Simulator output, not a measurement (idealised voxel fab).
Name of the process module below: voxel self aligned vias
The cross-section shown here is cut; it is 190 nm wide and divided into square cells measuring 5 nm on a side.
Cross-section spec: square-cell grid; bands listed top down; each band is one or more rows. Each band's line starts with the height of the band's top and of its bottom, in nm. Then come its materials from left to right, each with its width in nm. One material with "full width" fills the band from edge to edge. "blank" is empty space. Convention: height 0 is the level below which the wafer, as received, is all one material. The lowest band does not terminate at the bottom but continues downward, represented as "0 -> down". Width: "30..40" (first number = top row, second number = bottom row, same change from row to row of cells). "no alterations made" -> step changed no cross-section cell. The entry titled "Closed cavities" provides the empty spaces that have no open way to the top, restricted to those of 8 cells or more. Each is presented as width x height at distance, the distance being measured from the left edge, with all three in nm. Where a step's line continues beyond its settings, the continuation is a remark by the simulator itself on that step. overlay nm: where the mask lay relative to plan, measured to the right, on steps with a mask; negatives go left.

-- plan
1) RECEIVE [material Si]
2) CONFORMAL_DEP [material SiO2] [thk nm 10]
3) CONFORMAL_DEP [material SiCN] [thk nm 5]
4) DIRECTIONAL_DEP [material lowk] [thk nm 30]
5) DIRECTIONAL_DEP [material aC] [thk nm 10]
6) PATTERN [tone open] [mask id LINES] [material resist] [width nm 30] [pitch nm 80] [thk nm 25] [overlay nm 0]
7) DIRECTIONAL_ETCH [etch materials aC] [depth nm 10]
8) STRIP [etch materials resist]
9) DIRECTIONAL_ETCH [etch materials lowk] [depth nm 30]
10) STRIP [etch materials aC]
11) CONFORMAL_DEP [material TiN] [thk nm 5]
12) FILL_DEP [material Ru] [thk nm 5]
13) CMP [height nm 45]
14) SELECTIVE_ETCH [etch materials W Ru TiN] [depth nm 10]
15) FILL_DEP [material SiN] [thk nm 5]
16) CMP [height nm 45]
17) DIRECTIONAL_DEP [material lowk] [thk nm 20]
18) DIRECTIONAL_DEP [material aC] [thk nm 10]
19) PATTERN [tone open] [mask id VIAS] [material resist] [width nm 50] [pitch nm 80] [thk nm 25] [overlay nm 0]
20) DIRECTIONAL_ETCH [etch materials aC] [depth nm 10]
21) STRIP [etch materials resist]
22) DIRECTIONAL_ETCH [etch materials lowk] [depth nm 20]
23) DIRECTIONAL_ETCH [etch materials SiN] [depth nm 10]
24) STRIP [etch materials aC]
25) CONFORMAL_DEP [material TiN] [thk nm 5]
26) FILL_DEP [material W] [thk nm 5]
27) CMP [height nm 65]
28) CONFORMAL_DEP [material SiCN] [thk nm 5]

-- The first of the two wafers, which ran as planned

-- as received, after step 1
    0 -> down | Si full width
    Closed cavities: none

-- Upon completion of step 2, the wafer appears in cross-section as shown
    10 -> 0 | SiO2 full width
    Note: structure below 0 unchanged.

-- Upon completion of step 3, the wafer appears in cross-section as shown
    15 -> 10 | SiCN full width
    Note: structure below 10 unchanged.

-- Upon completion of step 4, the wafer appears in cross-section as shown
    45 -> 15 | lowk full width
    Note: structure below 15 unchanged.

-- Upon completion of step 5, the wafer appears in cross-section as shown
    55 -> 45 | aC full width
    Note: structure below 45 unchanged.

-- Upon completion of step 6, the wafer appears in cross-section as shown
    80 -> 55 | resist (40) | blank (30) | resist (50) | blank (30) | resist (40)
    Note: structure below 55 unchanged.

-- Upon completion of step 7, the wafer appears in cross-section as shown
    70 -> 55 | resist (40) | blank (30) | resist (50) | blank (30) | resist (40)
    55 -> 45 | aC (40) | blank (30) | aC (50) | blank (30) | aC (40)
    Note: structure below 45 unchanged.

-- Upon completion of step 8, the wafer appears in cross-section as shown
    55 -> 45 | aC (40) | blank (30) | aC (50) | blank (30) | aC (40)
    Note: structure below 45 unchanged.

-- Upon completion of step 9, the wafer appears in cross-section as shown
    55 -> 45 | aC (40) | blank (30) | aC (50) | blank (30) | aC (40)
    45 -> 15 | lowk (40) | blank (30) | lowk (50) | blank (30) | lowk (40)
    Note: structure below 15 unchanged.

-- Upon completion of step 10, the wafer appears in cross-section as shown
    45 -> 15 | lowk (40) | blank (30) | lowk (50) | blank (30) | lowk (40)
    Note: structure below 15 unchanged.

-- Upon completion of step 11, the wafer appears in cross-section as shown
    50 -> 45 | TiN (45) | blank (20) | TiN (60) | blank (20) | TiN (45)
    45 -> 20 | lowk (40) | TiN (5) | blank (20) | TiN (5) | lowk (50) | TiN (5) | blank (20) | TiN (5) | lowk (40)
    20 -> 15 | lowk (40) | TiN (30) | lowk (50) | TiN (30) | lowk (40)
    Note: structure below 15 unchanged.

-- Upon completion of step 12, the wafer appears in cross-section as shown
    55 -> 50 | Ru full width
    50 -> 45 | TiN (45) | Ru (20) | TiN (60) | Ru (20) | TiN (45)
    45 -> 20 | lowk (40) | TiN (5) | Ru (20) | TiN (5) | lowk (50) | TiN (5) | Ru (20) | TiN (5) | lowk (40)
    Note: structure below 20 unchanged.

-- Upon completion of step 13, the wafer appears in cross-section as shown
    45 -> 20 | lowk (40) | TiN (5) | Ru (20) | TiN (5) | lowk (50) | TiN (5) | Ru (20) | TiN (5) | lowk (40)
    Note: structure below 20 unchanged.

-- Upon completion of step 14, the wafer appears in cross-section as shown
    45 -> 35 | lowk (40) | blank (30) | lowk (50) | blank (30) | lowk (40)
    Note: structure below 35 unchanged.

-- Upon completion of step 15, the wafer appears in cross-section as shown
    50 -> 45 | SiN full width
    45 -> 35 | lowk (40) | SiN (30) | lowk (50) | SiN (30) | lowk (40)
    Note: structure below 35 unchanged.

-- Upon completion of step 16, the wafer appears in cross-section as shown
    45 -> 35 | lowk (40) | SiN (30) | lowk (50) | SiN (30) | lowk (40)
    Note: structure below 35 unchanged.

-- Upon completion of step 17, the wafer appears in cross-section as shown
    65 -> 45 | lowk full width
    Note: structure below 45 unchanged.

-- Upon completion of step 18, the wafer appears in cross-section as shown
    75 -> 65 | aC full width
    Note: structure below 65 unchanged.

-- Upon completion of step 19, the wafer appears in cross-section as shown
    100 -> 75 | resist (30) | blank (50) | resist (30) | blank (50) | resist (30)
    Note: structure below 75 unchanged.

-- Upon completion of step 20, the wafer appears in cross-section as shown
    90 -> 75 | resist (30) | blank (50) | resist (30) | blank (50) | resist (30)
    75 -> 65 | aC (30) | blank (50) | aC (30) | blank (50) | aC (30)
    Note: structure below 65 unchanged.

-- Upon completion of step 21, the wafer appears in cross-section as shown
    75 -> 65 | aC (30) | blank (50) | aC (30) | blank (50) | aC (30)
    Note: structure below 65 unchanged.

-- Upon completion of step 22, the wafer appears in cross-section as shown
    75 -> 65 | aC (30) | blank (50) | aC (30) | blank (50) | aC (30)
    65 -> 45 | lowk (30) | blank (50) | lowk (30) | blank (50) | lowk (30)
    Note: structure below 45 unchanged.

-- Upon completion of step 23, the wafer appears in cross-section as shown
    75 -> 65 | aC (30) | blank (50) | aC (30) | blank (50) | aC (30)
    65 -> 45 | lowk (30) | blank (50) | lowk (30) | blank (50) | lowk (30)
    45 -> 35 | lowk (40) | blank (30) | lowk (50) | blank (30) | lowk (40)
    Note: structure below 35 unchanged.

-- Upon completion of step 24, the wafer appears in cross-section as shown
    65 -> 45 | lowk (30) | blank (50) | lowk (30) | blank (50) | lowk (30)
    Note: structure below 45 unchanged.

-- Upon completion of step 25, the wafer appears in cross-section as shown
    70 -> 65 | TiN (35) | blank (40) | TiN (40) | blank (40) | TiN (35)
    65 -> 50 | lowk (30) | TiN (5) | blank (40) | TiN (5) | lowk (30) | TiN (5) | blank (40) | TiN (5) | lowk (30)
    50 -> 40 | lowk (30..40) | TiN (15..5) | blank (20) | TiN (15..5) | lowk (30..50) | TiN (15..5) | blank (20) | TiN (15..5) | lowk (30..40)
    40 -> 35 | lowk (40) | TiN (30) | lowk (50) | TiN (30) | lowk (40)
    Note: structure below 35 unchanged.

-- Upon completion of step 26, the wafer appears in cross-section as shown
    75 -> 70 | W full width
    70 -> 65 | TiN (35) | W (40) | TiN (40) | W (40) | TiN (35)
    65 -> 50 | lowk (30) | TiN (5) | W (40) | TiN (5) | lowk (30) | TiN (5) | W (40) | TiN (5) | lowk (30)
    50 -> 40 | lowk (30..40) | TiN (15..5) | W (20) | TiN (15..5) | lowk (30..50) | TiN (15..5) | W (20) | TiN (15..5) | lowk (30..40)
    Note: structure below 40 unchanged.

-- Upon completion of step 27, the wafer appears in cross-section as shown
    65 -> 50 | lowk (30) | TiN (5) | W (40) | TiN (5) | lowk (30) | TiN (5) | W (40) | TiN (5) | lowk (30)
    Note: structure below 50 unchanged.

-- Upon completion of step 28, the wafer appears in cross-section as shown
    70 -> 65 | SiCN full width
    Note: structure below 65 unchanged.

-- Second wafer: same start and same plan as the first, one execution error; identical to the first through step 22

-- Cross-section of the second wafer at the time by which step 23 should have been completed according to the plan
    75 -> 65 | aC (30) | blank (50) | aC (30) | blank (50) | aC (30)
    65 -> 45 | lowk (30) | blank (50) | lowk (30) | blank (50) | lowk (30)
    45 -> 40 | lowk (40) | blank (30) | lowk (50) | blank (30) | lowk (40)
    Note: structure below 40 unchanged.

-- Cross-section of the second wafer at the time by which step 24 should have been completed according to the plan
    65 -> 45 | lowk (30) | blank (50) | lowk (30) | blank (50) | lowk (30)
    Note: structure below 45 unchanged.

-- Cross-section of the second wafer at the time by which step 25 should have been completed according to the plan
    70 -> 65 | TiN (35) | blank (40) | TiN (40) | blank (40) | TiN (35)
    65 -> 50 | lowk (30) | TiN (5) | blank (40) | TiN (5) | lowk (30) | TiN (5) | blank (40) | TiN (5) | lowk (30)
    50 -> 45 | lowk (30) | TiN (15) | blank (20) | TiN (15) | lowk (30) | TiN (15) | blank (20) | TiN (15) | lowk (30)
    45 -> 40 | lowk (40) | TiN (30) | lowk (50) | TiN (30) | lowk (40)
    Note: structure below 40 unchanged.

-- Cross-section of the second wafer at the time by which step 26 should have been completed according to the plan
    75 -> 70 | W full width
    70 -> 65 | TiN (35) | W (40) | TiN (40) | W (40) | TiN (35)
    65 -> 50 | lowk (30) | TiN (5) | W (40) | TiN (5) | lowk (30) | TiN (5) | W (40) | TiN (5) | lowk (30)
    50 -> 45 | lowk (30) | TiN (15) | W (20) | TiN (15) | lowk (30) | TiN (15) | W (20) | TiN (15) | lowk (30)
    Note: structure below 45 unchanged.

-- Cross-section of the second wafer at the time by which step 27 should have been completed according to the plan
    65 -> 50 | lowk (30) | TiN (5) | W (40) | TiN (5) | lowk (30) | TiN (5) | W (40) | TiN (5) | lowk (30)
    Note: structure below 50 unchanged.

-- Cross-section of the second wafer at the time by which step 28 should have been completed according to the plan
    70 -> 65 | SiCN full width
    Note: structure below 65 unchanged.
What was the processing mistake? contrary to plan, step 23 was performed as DIRECTIONAL_ETCH [etch materials SiN] [depth nm 5]
Final cells, second wafer relative to first, materials higher or lower: SiN +12, TiN -4, W -8
